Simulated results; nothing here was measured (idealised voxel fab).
process module | voxel self aligned vias
cross-section cut | 205 nm wide | cells 5 nm
A cross-section is a grid of square cells, given in bands from the top down. A band is one or more rows of cells.
Each band's line starts with the height of the band's top and of its bottom, in nm. Then come its materials from left to right, each with its width in nm. One material with "throughout" fills the band from edge to edge. "air" is empty space.
Height 0 is the level under which the wafer as received is all one material. The lowest band goes on downwards, as in "0 down".
A width such as "30 to 40" changes by the same amount from each row of cells to the next, from the band's top row to its bottom row.
"no change" after a step means that no cell of the cross-section changed.
closed voids: empty space of 8 cells or more with no open way to the top, each as width x height at its distance from the left edge, in nm
after a step's settings: what the simulator itself notes on the step
overlay nm, on a step with a mask: how far to the right of its planned place the mask lay; to the left if negative
plan
1 op RECEIVE | material Si
2 op CONFORMAL_DEP | material SiO2 | thk nm 10
3 op CONFORMAL_DEP | material SiCN | thk nm 5
4 op DIRECTIONAL_DEP | material lowk | thk nm 30
5 op MASKED_ETCH | tone open | mask id LINES | width nm 20 | pitch nm 50 | etch materials lowk | depth nm 30 | overlay nm 0
6 op CONFORMAL_DEP | material TiN | thk nm 5
7 op FILL_DEP | material W | thk nm 10
8 op CMP | height nm 45
9 op SELECTIVE_ETCH | etch materials W Ru TiN | depth nm 5
10 op FILL_DEP | material SiN | thk nm 10
11 op CMP | height nm 45
12 op DIRECTIONAL_DEP | material lowk | thk nm 20
13 op MASKED_ETCH | tone open | mask id VIAS | width nm 30 | pitch nm 50 | etch materials lowk | depth nm 20 | overlay nm 0
14 op MASKED_ETCH | tone open | mask id VIAS | width nm 30 | pitch nm 50 | etch materials SiN | depth nm 5 | overlay nm 0
15 op CONFORMAL_DEP | material TiN | thk nm 5
16 op FILL_DEP | material Cu | thk nm 10
17 op CMP | height nm 65
18 op CONFORMAL_DEP | material SiN | thk nm 5
as received, after step 1
  0 down: Si throughout
  closed voids: none
a wafer at the end: this start, this plan, one mistake
  70 to 65: SiN throughout
  65 to 45: lowk 60 | TiN 5 | Cu 20 | TiN 5 | lowk 20 | TiN 5 | Cu 20 | TiN 5 | lowk 65
  45 to 40: lowk 60 | TiN 30 | lowk 20 | TiN 30 | lowk 65
  40 to 25: lowk 60 | TiN 10 | W 10 | TiN 10 | lowk 20 | TiN 10 | W 10 | TiN 10 | lowk 65
  25 to 20: lowk 65 | TiN 5 | W 10 | TiN 5 | lowk 30 | TiN 5 | W 10 | TiN 5 | lowk 70
  20 to 15: lowk 65 | TiN 20 | lowk 30 | TiN 20 | lowk 70
  15 to 10: SiCN throughout
  10 to 0: SiO2 throughout
  0 down: Si throughout
  closed voids: none
what went wrong: step 13 was run twice
